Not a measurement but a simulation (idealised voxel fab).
process module | voxel self aligned contacts
cross-section cut | 195 nm wide | cells 5 nm
A cross-section is a grid of square cells, given in bands from the top down. A band is one or more rows of cells.
Each band's line starts with the height of the band's top and of its bottom, in nm. Then come its materials from left to right, each with its width in nm. One material with "throughout" fills the band from edge to edge. "air" is empty space.
Height 0 is the level under which the wafer as received is all one material. The lowest band goes on downwards, as in "0 down".
A width such as "30 to 40" changes by the same amount from each row of cells to the next, from the band's top row to its bottom row.
"no change" after a step means that no cell of the cross-section changed.
closed voids: empty space of 8 cells or more with no open way to the top, each as width x height at its distance from the left edge, in nm
after a step's settings: what the simulator itself notes on the step
overlay nm, on a step with a mask: how far to the right of its planned place the mask lay; to the left if negative
plan
1 op RECEIVE | material Si
2 op OXIDIZE | depth nm 5
3 op DIRECTIONAL_DEP | material polySi | thk nm 20
4 op DIRECTIONAL_DEP | material SiN | thk nm 25
5 op MASKED_ETCH | tone cover | mask id GATE | width nm 30 | pitch nm 70 | etch materials SiN | depth nm 25 | overlay nm 0
6 op MASKED_ETCH | tone cover | mask id GATE | width nm 20 | pitch nm 70 | etch materials polySi | depth nm 20 | overlay nm 0
7 op CONFORMAL_DEP | material SiN | thk nm 10
8 op DIRECTIONAL_ETCH | etch materials SiN | depth nm 10
9 op FILL_DEP | material SiO2 | thk nm 15
10 op CMP | height nm 50
11 op DIRECTIONAL_DEP | material aC | thk nm 15
12 op PATTERN | tone open | mask id CONTACT | material resist | width nm 50 | thk nm 35 | overlay nm 0
13 op DIRECTIONAL_ETCH | etch materials aC | depth nm 15
14 op STRIP | etch materials resist
15 op DIRECTIONAL_ETCH | etch materials SiO2 | depth nm 55
16 op STRIP | etch materials aC
17 op CONFORMAL_DEP | material TiN | thk nm 5
18 op FILL_DEP | material Ru | thk nm 10
19 op CMP | height nm 50
20 op CONFORMAL_DEP | material SiCN | thk nm 5
varied across the wafers: width nm of step 6. The plan shows the first wafer's value. All wafers start alike
first wafer as received, after step 1
  0 down: Si throughout
  closed voids: none
each wafer at the end: cells of each material gained (+) or lost (-) since it was received, then its closed voids
width nm 20 | +20 Ru | -39 Si | +39 SiCN | +132 SiN | +199 SiO2 | +30 TiN | +48 polySi | closed voids: none
width nm 25 | +20 Ru | -39 Si | +39 SiCN | +132 SiN | +199 SiO2 | +30 TiN | +48 polySi | closed voids: none
width nm 30 | +20 Ru | -39 Si | +39 SiCN | +132 SiN | +199 SiO2 | +30 TiN | +48 polySi | closed voids: none
width nm 35 | +15 Ru | -39 Si | +39 SiCN | +132 SiN | +196 SiO2 | +30 TiN | +56 polySi | closed voids: none
width nm 40 | +10 Ru | -39 Si | +39 SiCN | +132 SiN | +193 SiO2 | +30 TiN | +64 polySi | closed voids: none
width nm 45 | +10 Ru | -39 Si | +39 SiCN | +132 SiN | +190 SiO2 | +25 TiN | +72 polySi | closed voids: none
